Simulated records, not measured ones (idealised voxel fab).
Name of the process module below: voxel released beams
Each square cell in cross-section cut measures 5 nm, and the section as a whole is 140 nm wide.
A cross-section in this document is a grid of square cells, and it is written down as bands, the top band listed before the ones below it; a band is made up of one or more rows of cells. Band entry format. Leading values: height of top, height of bottom, nm. Remainder: materials in left-to-right order, each with its width in nm. Special words: "full width" on a single material, which then fills the band edge to edge; "air", empty space. Measure heights from 0. That's the level where, below it, the as-received wafer is all one material. The lowest band is bottomless and extends downward; write it as in "0 -> down". Width "30..40": first value at the band's top row of cells, second value at its bottom row, equal change from row to row. A step reported as "nothing different" is a step in which no cell of the cross-section changed. The list in "Tabulated closed voids" covers empty spaces of 8 cells or more that cannot reach the top through any open way, and it gives each as width x height at distance; the distance is from the left edge, and width, height and distance are in nm. It should be noted that, on the line of a given step, the content following the step's settings is a remark produced by the simulator itself with respect to that step. You can add "overlay nm" to a step's line. For a step with a mask, it describes how far the mask lay to the right of its planned position, and a negative number describes a lay to the left.

THE STEPS PLANNED FOR THE PROCESS ARE AS FOLLOWS
- 1: RECEIVE (material Si)
- 2: CONFORMAL_DEP (material SiN; thk nm 5)
- 3: DIRECTIONAL_DEP (material SiO2; thk nm 10)
- 4: DIRECTIONAL_DEP (material aC; thk nm 15)
- 5: PATTERN (tone open; mask id ANCHOR; material resist; width nm 25; thk nm 30; overlay nm -15)
- 6: DIRECTIONAL_ETCH (etch materials aC; depth nm 15)
- 7: STRIP (etch materials resist)
- 8: DIRECTIONAL_ETCH (etch materials SiO2; depth nm 10)
- 9: STRIP (etch materials aC)
- 10: CONFORMAL_DEP (material W; thk nm 10)
- 11: MASKED_ETCH (tone cover; mask id BEAM; width nm 70; etch materials W; depth nm 10; overlay nm 0)
- 12: STRIP (etch materials SiO2)
Among the wafers covered here, the point of difference is the overlay nm at step 5; their starting state is shared, and the plan presents the value of the first wafer.

CROSS-SECTION OF THE FIRST OF SEVERAL WAFERS ON RECEIPT, REFLECTING COMPLETION OF STEP 1
* 0 -> down = Si full width
* Tabulated closed voids: none

ONCE STEP 12, THE LAST STEP, IS COMPLETE, THE MODULE IS AT ITS END; THIS IS THE CROSS-SECTION OF THE FIRST OF SEVERAL WAFERS
* 25 -> 15 = 35 of air / 65 of W / 40 of air
* 15 -> 5 = 20 of air / 25 of W / 95 of air
* 5 -> 0 = SiN full width
* 0 -> down = Si full width
* Tabulated closed voids: none

CROSS-SECTION OF THE FINAL WAFER AMONG SEVERAL, TAKEN AT THE END OF THE MODULE
* 25 -> 15 = 30 of air / 30 of W / 5 of air / 35 of W / 40 of air
* 15 -> 5 = 50 of air / 25 of W / 65 of air
* 5 -> 0 = SiN full width
* 0 -> down = Si full width
* Tabulated closed voids: none

BELOW: A ROW PER WAFER. CONTENTS AT END OF MODULE: FOR EVERY MATERIAL, CELLS GAINED SINCE RECEIPT (+) OR LOST SINCE RECEIPT (-); THEN CLOSED VOIDS
overlay nm -15, +28 SiN, +36 W, Tabulated closed voids: none
overlay nm -10, +28 SiN, +36 W, Tabulated closed voids: none
overlay nm -5, +28 SiN, +36 W, Tabulated closed voids: none
overlay nm 0, +28 SiN, +36 W, Tabulated closed voids: none
overlay nm 5, +28 SiN, +36 W, Tabulated closed voids: none
overlay nm 10, +28 SiN, +36 W, Tabulated closed voids: none
overlay nm 15, +28 SiN, +36 W, Tabulated closed voids: none
